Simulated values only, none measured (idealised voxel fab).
The process module that follows is named voxel self aligned vias.
Square cell edge 5 nm, section width 290 nm, ID cut.
A cross-section is a grid of square cells, given in bands from the top down. A band is one or more rows of cells.
A band entry consists of two parts. The first gives the height of the band's top and the height of its bottom, in nm. The rest lists the band's materials from left to right, each with its width in nm. A single material labelled with the word "edge to edge" fills the band from edge to edge, and the word "blank" marks empty space.
A quick word on heights: they are counted from 0, and under that level the wafer as it came to us is one material throughout. The lowest band is different from the rest in having no bottom; it simply continues downward, written as in "0..down".
Quick explanation for "30->40": the width changes in equal steps down the rows of cells, from the first number in the band's top row to the second number in its bottom row.
You'll sometimes find "no alteration" written for a step, and that's the way of saying that nowhere in the cross-section did a cell change during that step.
Closed empty spaces (no open way to the top) of 8 cells or more are what "Unvented cavities" lists, each as width x height at distance from the left edge, nm for all three.
If you see something after the settings on a step's line, that's the simulator's own remark about that step.
overlay nm: right-of-plan distance of the mask on a masked step; negative values mean left-of-plan.
## These are the steps we planned for the process
step 1: RECEIVE,material Si
step 2: CONFORMAL_DEP,material SiO2,thk nm 15
step 3: CONFORMAL_DEP,material SiCN,thk nm 5
step 4: DIRECTIONAL_DEP,material SiO2,thk nm 20
step 5: MASKED_ETCH,tone open,mask id LINES,width nm 30,pitch nm 65,etch materials SiO2,depth nm 20,overlay nm 0
step 6: CONFORMAL_DEP,material TiN,thk nm 5
step 7: FILL_DEP,material Ru,thk nm 10
step 8: CMP,height nm 40
step 9: SELECTIVE_ETCH,etch materials W Ru TiN,depth nm 5
step 10: FILL_DEP,material SiN,thk nm 10
step 11: CMP,height nm 40
step 12: DIRECTIONAL_DEP,material SiO2,thk nm 15
step 13: DIRECTIONAL_DEP,material aC,thk nm 10
step 14: PATTERN,tone open,mask id VIAS,material resist,width nm 40,pitch nm 130,thk nm 30,overlay nm 0
step 15: DIRECTIONAL_ETCH,etch materials aC,depth nm 10
step 16: STRIP,etch materials resist
step 17: DIRECTIONAL_ETCH,etch materials SiO2,depth nm 15
step 18: DIRECTIONAL_ETCH,etch materials SiN,depth nm 5
step 19: STRIP,etch materials aC
step 20: CONFORMAL_DEP,material TiN,thk nm 5
step 21: FILL_DEP,material W,thk nm 10
step 22: CMP,height nm 55
step 23: CONFORMAL_DEP,material SiCN,thk nm 5
## As-received state of the wafer in cross-section, equivalent to post-step 1
0..down = Si edge to edge
Unvented cavities: none
## First of two wafers: cross-section at end of module, run per plan
60..55 = SiCN edge to edge
55..45 = SiO2 60, then TiN 5, then W 30, then TiN 5, then SiO2 90, then TiN 5, then W 30, then TiN 5, then SiO2 60
45..40 = SiO2 60, then TiN 10, then W 20, then TiN 10, then SiO2 90, then TiN 10, then W 20, then TiN 10, then SiO2 60
40..35 = SiO2 65, then TiN 30, then SiO2 35, then SiN 30, then SiO2 35, then TiN 30, then SiO2 65
35..25 = SiO2 65, then TiN 5, then Ru 20, then TiN 5, then SiO2 35, then TiN 5, then Ru 20, then TiN 5, then SiO2 35, then TiN 5, then Ru 20, then TiN 5, then SiO2 65
25..20 = SiO2 65, then TiN 30, then SiO2 35, then TiN 30, then SiO2 35, then TiN 30, then SiO2 65
20..15 = SiCN edge to edge
15..0 = SiO2 edge to edge
0..down = Si edge to edge
Unvented cavities: none
## Wafer two, end of module, cross-section. Same start, same plan as wafer one. One mistake in the run
60..55 = SiCN edge to edge
55..45 = SiO2 60, then TiN 5, then W 30, then TiN 5, then SiO2 90, then TiN 5, then W 30, then TiN 5, then SiO2 60
45..40 = SiO2 60, then TiN 40, then SiO2 90, then TiN 40, then SiO2 60
40..35 = SiN 60, then TiN 5, then SiO2 30, then TiN 5, then SiN 30, then SiO2 30, then SiN 30, then TiN 5, then SiO2 30, then TiN 5, then SiN 60
35..25 = Ru 60, then TiN 5, then SiO2 30, then TiN 5, then Ru 25, then TiN 5, then SiO2 30, then TiN 5, then Ru 25, then TiN 5, then SiO2 30, then TiN 5, then Ru 60
25..20 = TiN 65, then SiO2 30, then TiN 35, then SiO2 30, then TiN 35, then SiO2 30, then TiN 65
20..15 = SiCN edge to edge
15..0 = SiO2 edge to edge
0..down = Si edge to edge
Unvented cavities: none
What was the processing mistake? step 5 ran differently from the plan; actual operation with settings: MASKED_ETCH,tone cover,mask id LINES,width nm 30,pitch nm 65,etch materials SiO2,depth nm 20,overlay nm 0
Final difference in cells, second wafer against first, listed per material as more or fewer: 44 more of Ru, 30 more of SiN, 88 fewer of SiO2, 22 more of TiN, 8 fewer of W
